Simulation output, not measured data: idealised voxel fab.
Module name: voxel self aligned contacts (process module)
In the cross-section labelled cut, the width is 285 nm and each square cell is 5 nm.
Heads up, the way a cross-section reads in here is a grid of square cells, handed over as bands from the top down, with every band being one or more rows of cells.
The entry gives the band's vertical extent as a top height and a bottom height in nm, then its horizontal make-up as materials from left to right, each with a width in nm. "blank" stands for empty space; a single material marked "everywhere" fills the band edge to edge.
Zero point of the height axis is 0; under it, received wafer = one material. Lowest band: continues down indefinitely, "top 0, no bottom".
So if you see something like "30 to 40" for the width, read it as the top row of the band sitting at the first number and the bottom row at the second, with every row in between moving by the same amount as the last.
Any step labelled "no change occurred" changed none of the cells in the cross-section.
"Closed internal cavities": sealed empty spaces, 8 cells or more, no open way to top, listed width x height at distance, with distance from the left edge and width, height and distance in nm.
Note: text after step settings on the step line = simulator remark on that step.
Among the settings permitted on a step's line is "overlay nm"; applied to a step with a mask, it specifies the extent to which the mask lay to the right of its planned position, whereas a negative figure signifies a position to the left.

**So here's the lineup of process steps we planned**
1 RECEIVE: material Si
2 OXIDIZE: depth nm 5
3 DIRECTIONAL_DEP: material polySi, thk nm 25
4 DIRECTIONAL_DEP: material SiN, thk nm 15
5 DIRECTIONAL_DEP: material aC, thk nm 15
6 PATTERN: tone cover, mask id GATE, material resist, width nm 25, pitch nm 55, thk nm 30, overlay nm -15
7 DIRECTIONAL_ETCH: etch materials aC, depth nm 15
8 STRIP: etch materials resist
9 DIRECTIONAL_ETCH: etch materials SiN, depth nm 15
10 DIRECTIONAL_ETCH: etch materials polySi, depth nm 25
11 STRIP: etch materials aC
12 CONFORMAL_DEP: material SiN, thk nm 5
13 DIRECTIONAL_ETCH: etch materials SiN, depth nm 5
14 FILL_DEP: material SiO2, thk nm 10
15 CMP: height nm 45
16 MASKED_ETCH: tone open, mask id CONTACT, width nm 40, pitch nm 55, etch materials SiO2, depth nm 50, overlay nm 0
17 CONFORMAL_DEP: material TiN, thk nm 5
18 FILL_DEP: material W, thk nm 5
19 CMP: height nm 45
20 CONFORMAL_DEP: material SiN, thk nm 5
Among the wafers covered here, the point of difference is the overlay nm at step 6; their starting state is shared, and the plan presents the value of the first wafer.

**Cross-section of the first of several wafers as received (after step 1)**
	top 0, no bottom | Si everywhere
	Closed internal cavities: none

**Here is the cross-section of the first of several wafers at the end of the module, after its last step, step 20**
	top 50, bottom 45 | SiN everywhere
	top 45, bottom 40 | 95 of SiO2  5 of TiN  5 of W  30 of TiN  15 of SiO2  5 of TiN  5 of W  30 of TiN  95 of SiO2
	top 40, bottom 25 | 55 of SiO2  35 of SiN  5 of SiO2  5 of TiN  5 of W  5 of TiN  35 of SiN  5 of SiO2  5 of TiN  5 of W  5 of TiN  35 of SiN  85 of SiO2
	top 25, bottom 0 | 55 of SiO2  5 of SiN  25 of polySi  5 of SiN  5 of SiO2  5 of TiN  5 of W  5 of TiN  5 of SiN  25 of polySi  5 of SiN  5 of SiO2  5 of TiN  5 of W  5 of TiN  5 of SiN  25 of polySi  5 of SiN  85 of SiO2
	top 0, bottom -5 | 95 of SiO2  15 of TiN  40 of SiO2  15 of TiN  120 of SiO2
	top -5, no bottom | Si everywhere
	Closed internal cavities: none

**The final wafer, sectioned at module end**
	top 50, bottom 45 | SiN everywhere
	top 45, bottom 40 | 95 of SiO2  30 of TiN  5 of W  5 of TiN  15 of SiO2  30 of TiN  5 of W  5 of TiN  95 of SiO2
	top 40, bottom 25 | 85 of SiO2  35 of SiN  5 of TiN  5 of W  5 of TiN  5 of SiO2  35 of SiN  5 of TiN  5 of W  5 of TiN  5 of SiO2  35 of SiN  55 of SiO2
	top 25, bottom 0 | 85 of SiO2  5 of SiN  25 of polySi  5 of SiN  5 of TiN  5 of W  5 of TiN  5 of SiO2  5 of SiN  25 of polySi  5 of SiN  5 of TiN  5 of W  5 of TiN  5 of SiO2  5 of SiN  25 of polySi  5 of SiN  55 of SiO2
	top 0, bottom -5 | 120 of SiO2  15 of TiN  40 of SiO2  15 of TiN  95 of SiO2
	top -5, no bottom | Si everywhere
	Closed internal cavities: none

**Every row in this table is a wafer at the end of the module, and it gives, for each of the materials, the cells that wafer has gained (+) or lost (-) since it was received, then its closed voids**
overlay nm -15; -57 Si; +150 SiN; +332 SiO2; +52 TiN; +18 W; +75 polySi; Closed internal cavities: none
overlay nm -10; -57 Si; +150 SiN; +314 SiO2; +52 TiN; +36 W; +75 polySi; Closed internal cavities: none
overlay nm -5; -57 Si; +150 SiN; +314 SiO2; +52 TiN; +36 W; +75 polySi; Closed internal cavities: none
overlay nm 0; -57 Si; +150 SiN; +314 SiO2; +52 TiN; +36 W; +75 polySi; Closed internal cavities: none
overlay nm 5; -57 Si; +150 SiN; +314 SiO2; +52 TiN; +36 W; +75 polySi; Closed internal cavities: none
overlay nm 10; -57 Si; +150 SiN; +314 SiO2; +52 TiN; +36 W; +75 polySi; Closed internal cavities: none
overlay nm 15; -57 Si; +150 SiN; +332 SiO2; +52 TiN; +18 W; +75 polySi; Closed internal cavities: none
